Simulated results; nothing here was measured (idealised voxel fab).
This section sets out a process module, namely voxel fin reveal.
Displayed cross-section: cut, width of 250 nm, square cells sized 5 nm.
Cross-section = grid of square cells, listed top down in bands; band = one or more rows. The entry gives the band's vertical extent as a top height and a bottom height in nm, then its horizontal make-up as materials from left to right, each with a width in nm. "air" stands for empty space; a single material marked "full width" fills the band edge to edge. Heads up on the height convention: 0 is the point under which the incoming wafer is all one material, and the lowest band has no bottom, it just keeps going down, like "0..down". Width spec "30 to 40" -> top row of cells at first value, bottom row at second value, equal per-row change in between. A step reported as "no alterations made" is a step in which no cell of the cross-section changed. "Trapped cavities" specifies each empty space that is not open to the top and that occupies no fewer than 8 cells, using the form width x height at distance, the distance measured from the left edge and all three quantities in nm. Formally, on a step line, whatever follows the settings is a remark that the simulator itself makes on the step. Among the settings permitted on a step's line is "overlay nm"; applied to a step with a mask, it specifies the extent to which the mask lay to the right of its planned position, whereas a negative figure signifies a position to the left.
-- Process steps (planned)
- 1: RECEIVE with material Si
- 2: CONFORMAL_DEP with material SiN, thk nm 10
- 3: PATTERN with tone cover, mask id FINS, material resist, width nm 15, pitch nm 35, thk nm 20, overlay nm 0
- 4: DIRECTIONAL_ETCH with etch materials SiN, depth nm 10
- 5: DIRECTIONAL_ETCH with etch materials Si, depth nm 35
- 6: STRIP with etch materials resist
- 7: FILL_DEP with material SiO2, thk nm 10
- 8: CMP with height nm 10
- 9: SELECTIVE_ETCH with etch materials SiO2, depth nm 25
- 10: STRIP with etch materials SiN
- 11: CONFORMAL_DEP with material HfO2, thk nm 5
-- As-received state of the wafer in cross-section, equivalent to post-step 1
* 0..down  Si full width
* Trapped cavities: none
-- Wafer at module end, in section. Began as above, planned as above, run with one mistake
* 5..0  air (60) / HfO2 (30) / air (5) / HfO2 (30) / air (5) / HfO2 (30) / air (5) / HfO2 (30) / air (55)
* 0..-10  air (60) / HfO2 (5) / Si (20) / HfO2 (5) / air (5) / HfO2 (5) / Si (20) / HfO2 (5) / air (5) / HfO2 (5) / Si (20) / HfO2 (5) / air (5) / HfO2 (5) / Si (20) / HfO2 (5) / air (55)
* -10..-15  HfO2 (65) / Si (20) / HfO2 (15) / Si (20) / HfO2 (15) / Si (20) / HfO2 (15) / Si (20) / HfO2 (60)
* -15..-35  SiO2 (65) / Si (20) / SiO2 (15) / Si (20) / SiO2 (15) / Si (20) / SiO2 (15) / Si (20) / SiO2 (60)
* -35..down  Si full width
* Trapped cavities: none
Short version of what went wrong: step 3 off recipe, ran as PATTERN with tone cover, mask id FINS, material resist, width nm 20, pitch nm 35, thk nm 20, overlay nm 0
